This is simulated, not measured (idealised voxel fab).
This section sets out a process module, namely voxel self aligned contacts.
It is cross-section cut that appears here, measuring 275 nm in width, its square cells being 5 nm in size.
Format of a cross-section: grid, square cells. Given as bands. Order: top down. Band: one or more rows of cells. Heights first: top, then bottom, in nm. Then materials, left to right, each with a width in nm. "all across" on a single material: fills the band edge to edge. "empty": empty space. Heights are measured from 0, the level below which the as-received wafer is all one material; the lowest band has no bottom and continues downward, written as in "z 0 and below". A width such as "30->40" changes by the same amount from each row of cells to the next, from the band's top row to its bottom row. It should be understood that the words "nothing was modified", when stated for a given step, signify that the cross-section underwent no change in any of its cells during that step. "Sealed void listing" specifies each empty space that is not open to the top and that occupies no fewer than 8 cells, using the form width x height at distance, the distance measured from the left edge and all three quantities in nm. It should be noted that, on the line of a given step, the content following the step's settings is a remark produced by the simulator itself with respect to that step. overlay nm: mask offset rightward from planned place, masked step; negative means leftward offset.

Here's what the planned process steps look like:
1 RECEIVE (material Si)
2 OXIDIZE (depth nm 5)
3 DIRECTIONAL_DEP (material polySi; thk nm 25)
4 DIRECTIONAL_DEP (material SiN; thk nm 15)
5 DIRECTIONAL_DEP (material aC; thk nm 10)
6 PATTERN (tone cover; mask id GATE; material resist; width nm 35; pitch nm 65; thk nm 25; overlay nm 0)
7 DIRECTIONAL_ETCH (etch materials aC; depth nm 10)
8 STRIP (etch materials resist)
9 DIRECTIONAL_ETCH (etch materials SiN; depth nm 15)
10 DIRECTIONAL_ETCH (etch materials polySi; depth nm 25)
11 STRIP (etch materials aC)
12 CONFORMAL_DEP (material SiN; thk nm 5)
13 DIRECTIONAL_ETCH (etch materials SiN; depth nm 5)
14 FILL_DEP (material SiO2; thk nm 20)
15 CMP (height nm 50)
16 DIRECTIONAL_DEP (material aC; thk nm 15)
17 PATTERN (tone open; mask id CONTACT; material resist; width nm 50; thk nm 35; overlay nm 0)
18 DIRECTIONAL_ETCH (etch materials aC; depth nm 15)
19 STRIP (etch materials resist)
20 DIRECTIONAL_ETCH (etch materials SiO2; depth nm 55)
21 STRIP (etch materials aC)
22 CONFORMAL_DEP (material TiN; thk nm 5)
23 FILL_DEP (material Ru; thk nm 5)
24 CMP (height nm 50)
25 CONFORMAL_DEP (material SiN; thk nm 5)

On the first of the two wafers: run conducted according to plan:

Cross-section of the wafer at receipt, which is the condition after step 1:
    z 0 and below | Si all across
    Sealed void listing: none

Wafer after step 2 (cross-section):
    z 0 to -5 | SiO2 all across
    Everything below -5 is unchanged.

Wafer after step 3 (cross-section):
    z 25 to 0 | polySi all across
    Everything below 0 is unchanged.

Wafer after step 4 (cross-section):
    z 40 to 25 | SiN all across
    Everything below 25 is unchanged.

Wafer after step 5 (cross-section):
    z 50 to 40 | aC all across
    Everything below 40 is unchanged.

Wafer after step 6 (cross-section):
    z 75 to 50 | empty 85 nm; resist 35 nm; empty 30 nm; resist 35 nm; empty 90 nm
    Everything below 50 is unchanged.

Wafer after step 7 (cross-section):
    z 65 to 50 | empty 85 nm; resist 35 nm; empty 30 nm; resist 35 nm; empty 90 nm
    z 50 to 40 | empty 85 nm; aC 35 nm; empty 30 nm; aC 35 nm; empty 90 nm
    Everything below 40 is unchanged.

Wafer after step 8 (cross-section):
    z 50 to 40 | empty 85 nm; aC 35 nm; empty 30 nm; aC 35 nm; empty 90 nm
    Everything below 40 is unchanged.

Wafer after step 9 (cross-section):
    z 50 to 40 | empty 85 nm; aC 35 nm; empty 30 nm; aC 35 nm; empty 90 nm
    z 40 to 25 | empty 85 nm; SiN 35 nm; empty 30 nm; SiN 35 nm; empty 90 nm
    Everything below 25 is unchanged.

Wafer after step 10 (cross-section):
    z 50 to 40 | empty 85 nm; aC 35 nm; empty 30 nm; aC 35 nm; empty 90 nm
    z 40 to 25 | empty 85 nm; SiN 35 nm; empty 30 nm; SiN 35 nm; empty 90 nm
    z 25 to 0 | empty 85 nm; polySi 35 nm; empty 30 nm; polySi 35 nm; empty 90 nm
    Everything below 0 is unchanged.

Wafer after step 11 (cross-section):
    z 40 to 25 | empty 85 nm; SiN 35 nm; empty 30 nm; SiN 35 nm; empty 90 nm
    Everything below 25 is unchanged.

Wafer after step 12 (cross-section):
    z 45 to 25 | empty 80 nm; SiN 45 nm; empty 20 nm; SiN 45 nm; empty 85 nm
    z 25 to 5 | empty 80 nm; SiN 5 nm; polySi 35 nm; SiN 5 nm; empty 20 nm; SiN 5 nm; polySi 35 nm; SiN 5 nm; empty 85 nm
    z 5 to 0 | SiN 85 nm; polySi 35 nm; SiN 30 nm; polySi 35 nm; SiN 90 nm
    Everything below 0 is unchanged.

Wafer after step 13 (cross-section):
    z 40 to 25 | empty 80 nm; SiN 45 nm; empty 20 nm; SiN 45 nm; empty 85 nm
    z 25 to 0 | empty 80 nm; SiN 5 nm; polySi 35 nm; SiN 5 nm; empty 20 nm; SiN 5 nm; polySi 35 nm; SiN 5 nm; empty 85 nm
    Everything below 0 is unchanged.

Wafer after step 14 (cross-section):
    z 60 to 40 | SiO2 all across
    z 40 to 25 | SiO2 80 nm; SiN 45 nm; SiO2 20 nm; SiN 45 nm; SiO2 85 nm
    z 25 to 0 | SiO2 80 nm; SiN 5 nm; polySi 35 nm; SiN 5 nm; SiO2 20 nm; SiN 5 nm; polySi 35 nm; SiN 5 nm; SiO2 85 nm
    Everything below 0 is unchanged.

Wafer after step 15 (cross-section):
    z 50 to 40 | SiO2 all across
    Everything below 40 is unchanged.

Wafer after step 16 (cross-section):
    z 65 to 50 | aC all across
    Everything below 50 is unchanged.

Wafer after step 17 (cross-section):
    z 100 to 65 | resist 110 nm; empty 50 nm; resist 115 nm
    Everything below 65 is unchanged.

Wafer after step 18 (cross-section):
    z 85 to 65 | resist 110 nm; empty 50 nm; resist 115 nm
    z 65 to 50 | aC 110 nm; empty 50 nm; aC 115 nm
    Everything below 50 is unchanged.

Wafer after step 19 (cross-section):
    z 65 to 50 | aC 110 nm; empty 50 nm; aC 115 nm
    Everything below 50 is unchanged.

Wafer after step 20 (cross-section):
    z 65 to 50 | aC 110 nm; empty 50 nm; aC 115 nm
    z 50 to 40 | SiO2 110 nm; empty 50 nm; SiO2 115 nm
    z 40 to 25 | SiO2 80 nm; SiN 45 nm; empty 20 nm; SiN 45 nm; SiO2 85 nm
    z 25 to 0 | SiO2 80 nm; SiN 5 nm; polySi 35 nm; SiN 5 nm; empty 20 nm; SiN 5 nm; polySi 35 nm; SiN 5 nm; SiO2 85 nm
    z 0 to -5 | SiO2 125 nm; empty 20 nm; SiO2 130 nm
    Everything below -5 is unchanged.

Wafer after step 21 (cross-section):
    z 50 to 40 | SiO2 110 nm; empty 50 nm; SiO2 115 nm
    Everything below 40 is unchanged.

Wafer after step 22 (cross-section):
    z 55 to 50 | TiN 115 nm; empty 40 nm; TiN 120 nm
    z 50 to 40 | SiO2 110 nm; TiN 5->20 nm; empty 40->10 nm; TiN 5->20 nm; SiO2 115 nm
    z 40 to 25 | SiO2 80 nm; SiN 45 nm; TiN 5 nm; empty 10 nm; TiN 5 nm; SiN 45 nm; SiO2 85 nm
    z 25 to 0 | SiO2 80 nm; SiN 5 nm; polySi 35 nm; SiN 5 nm; TiN 5 nm; empty 10 nm; TiN 5 nm; SiN 5 nm; polySi 35 nm; SiN 5 nm; SiO2 85 nm
    z 0 to -5 | SiO2 125 nm; TiN 20 nm; SiO2 130 nm
    Everything below -5 is unchanged.

Wafer after step 23 (cross-section):
    z 60 to 55 | Ru all across
    z 55 to 50 | TiN 115 nm; Ru 40 nm; TiN 120 nm
    z 50 to 40 | SiO2 110 nm; TiN 5->20 nm; Ru 40->10 nm; TiN 5->20 nm; SiO2 115 nm
    z 40 to 25 | SiO2 80 nm; SiN 45 nm; TiN 5 nm; Ru 10 nm; TiN 5 nm; SiN 45 nm; SiO2 85 nm
    z 25 to 0 | SiO2 80 nm; SiN 5 nm; polySi 35 nm; SiN 5 nm; TiN 5 nm; Ru 10 nm; TiN 5 nm; SiN 5 nm; polySi 35 nm; SiN 5 nm; SiO2 85 nm
    Everything below 0 is unchanged.

Wafer after step 24 (cross-section):
    z 50 to 40 | SiO2 110 nm; TiN 5->20 nm; Ru 40->10 nm; TiN 5->20 nm; SiO2 115 nm
    Everything below 40 is unchanged.

Wafer after step 25 (cross-section):
    z 55 to 50 | SiN all across
    Everything below 50 is unchanged.

Second wafer, same starting conditions and recipe as the first, one mistake in executing it, nothing differs from the first up to and including step 5:

Cross-section of the second wafer when, according to plan, step 6 should have finished:
    z 75 to 50 | empty 95 nm; resist 35 nm; empty 30 nm; resist 35 nm; empty 80 nm
    Everything below 50 is unchanged.

Cross-section of the second wafer when, according to plan, step 7 should have finished:
    z 65 to 50 | empty 95 nm; resist 35 nm; empty 30 nm; resist 35 nm; empty 80 nm
    z 50 to 40 | empty 95 nm; aC 35 nm; empty 30 nm; aC 35 nm; empty 80 nm
    Everything below 40 is unchanged.

Cross-section of the second wafer when, according to plan, step 8 should have finished:
    z 50 to 40 | empty 95 nm; aC 35 nm; empty 30 nm; aC 35 nm; empty 80 nm
    Everything below 40 is unchanged.

Cross-section of the second wafer when, according to plan, step 9 should have finished:
    z 50 to 40 | empty 95 nm; aC 35 nm; empty 30 nm; aC 35 nm; empty 80 nm
    z 40 to 25 | empty 95 nm; SiN 35 nm; empty 30 nm; SiN 35 nm; empty 80 nm
    Everything below 25 is unchanged.

Cross-section of the second wafer when, according to plan, step 10 should have finished:
    z 50 to 40 | empty 95 nm; aC 35 nm; empty 30 nm; aC 35 nm; empty 80 nm
    z 40 to 25 | empty 95 nm; SiN 35 nm; empty 30 nm; SiN 35 nm; empty 80 nm
    z 25 to 0 | empty 95 nm; polySi 35 nm; empty 30 nm; polySi 35 nm; empty 80 nm
    Everything below 0 is unchanged.

Cross-section of the second wafer when, according to plan, step 11 should have finished:
    z 40 to 25 | empty 95 nm; SiN 35 nm; empty 30 nm; SiN 35 nm; empty 80 nm
    Everything below 25 is unchanged.

Cross-section of the second wafer when, according to plan, step 12 should have finished:
    z 45 to 25 | empty 90 nm; SiN 45 nm; empty 20 nm; SiN 45 nm; empty 75 nm
    z 25 to 5 | empty 90 nm; SiN 5 nm; polySi 35 nm; SiN 5 nm; empty 20 nm; SiN 5 nm; polySi 35 nm; SiN 5 nm; empty 75 nm
    z 5 to 0 | SiN 95 nm; polySi 35 nm; SiN 30 nm; polySi 35 nm; SiN 80 nm
    Everything below 0 is unchanged.

Cross-section of the second wafer when, according to plan, step 13 should have finished:
    z 40 to 25 | empty 90 nm; SiN 45 nm; empty 20 nm; SiN 45 nm; empty 75 nm
    z 25 to 0 | empty 90 nm; SiN 5 nm; polySi 35 nm; SiN 5 nm; empty 20 nm; SiN 5 nm; polySi 35 nm; SiN 5 nm; empty 75 nm
    Everything below 0 is unchanged.

Cross-section of the second wafer when, according to plan, step 14 should have finished:
    z 60 to 40 | SiO2 all across
    z 40 to 25 | SiO2 90 nm; SiN 45 nm; SiO2 20 nm; SiN 45 nm; SiO2 75 nm
    z 25 to 0 | SiO2 90 nm; SiN 5 nm; polySi 35 nm; SiN 5 nm; SiO2 20 nm; SiN 5 nm; polySi 35 nm; SiN 5 nm; SiO2 75 nm
    Everything below 0 is unchanged.

Cross-section of the second wafer when, according to plan, step 15 should have finished:
    z 50 to 40 | SiO2 all across
    Everything below 40 is unchanged.

Cross-section of the second wafer when, according to plan, step 16 should have finished:
    z 65 to 50 | aC all across
    Everything below 50 is unchanged.

Cross-section of the second wafer when, according to plan, step 17 should have finished:
    z 100 to 65 | resist 110 nm; empty 50 nm; resist 115 nm
    Everything below 65 is unchanged.

Cross-section of the second wafer when, according to plan, step 18 should have finished:
    z 85 to 65 | resist 110 nm; empty 50 nm; resist 115 nm
    z 65 to 50 | aC 110 nm; empty 50 nm; aC 115 nm
    Everything below 50 is unchanged.

Cross-section of the second wafer when, according to plan, step 19 should have finished:
    z 65 to 50 | aC 110 nm; empty 50 nm; aC 115 nm
    Everything below 50 is unchanged.

Cross-section of the second wafer when, according to plan, step 20 should have finished:
    z 65 to 50 | aC 110 nm; empty 50 nm; aC 115 nm
    z 50 to 40 | SiO2 110 nm; empty 50 nm; SiO2 115 nm
    z 40 to 25 | SiO2 90 nm; SiN 45 nm; empty 20 nm; SiN 45 nm; SiO2 75 nm
    z 25 to 0 | SiO2 90 nm; SiN 5 nm; polySi 35 nm; SiN 5 nm; empty 20 nm; SiN 5 nm; polySi 35 nm; SiN 5 nm; SiO2 75 nm
    z 0 to -5 | SiO2 135 nm; empty 20 nm; SiO2 120 nm
    Everything below -5 is unchanged.

Cross-section of the second wafer when, according to plan, step 21 should have finished:
    z 50 to 40 | SiO2 110 nm; empty 50 nm; SiO2 115 nm
    Everything below 40 is unchanged.

Cross-section of the second wafer when, according to plan, step 22 should have finished:
    z 55 to 50 | TiN 115 nm; empty 40 nm; TiN 120 nm
    z 50 to 40 | SiO2 110 nm; TiN 5->30 nm; empty 40->10 nm; TiN 5->10 nm; SiO2 115 nm
    z 40 to 25 | SiO2 90 nm; SiN 45 nm; TiN 5 nm; empty 10 nm; TiN 5 nm; SiN 45 nm; SiO2 75 nm
    z 25 to 0 | SiO2 90 nm; SiN 5 nm; polySi 35 nm; SiN 5 nm; TiN 5 nm; empty 10 nm; TiN 5 nm; SiN 5 nm; polySi 35 nm; SiN 5 nm; SiO2 75 nm
    z 0 to -5 | SiO2 135 nm; TiN 20 nm; SiO2 120 nm
    Everything below -5 is unchanged.

Cross-section of the second wafer when, according to plan, step 23 should have finished:
    z 60 to 55 | Ru all across
    z 55 to 50 | TiN 115 nm; Ru 40 nm; TiN 120 nm
    z 50 to 40 | SiO2 110 nm; TiN 5->30 nm; Ru 40->10 nm; TiN 5->10 nm; SiO2 115 nm
    z 40 to 25 | SiO2 90 nm; SiN 45 nm; TiN 5 nm; Ru 10 nm; TiN 5 nm; SiN 45 nm; SiO2 75 nm
    z 25 to 0 | SiO2 90 nm; SiN 5 nm; polySi 35 nm; SiN 5 nm; TiN 5 nm; Ru 10 nm; TiN 5 nm; SiN 5 nm; polySi 35 nm; SiN 5 nm; SiO2 75 nm
    Everything below 0 is unchanged.

Cross-section of the second wafer when, according to plan, step 24 should have finished:
    z 50 to 40 | SiO2 110 nm; TiN 5->30 nm; Ru 40->10 nm; TiN 5->10 nm; SiO2 115 nm
    Everything below 40 is unchanged.

Cross-section of the second wafer when, according to plan, step 25 should have finished:
    z 55 to 50 | SiN all across
    Everything below 50 is unchanged.
What went wrong in running the wafer? planned and actual differ for step 6; actual: PATTERN (tone cover; mask id GATE; material resist; width nm 35; pitch nm 65; thk nm 25; overlay nm 10)
End check, second vs first wafer: material counts in cells match, positions do not.
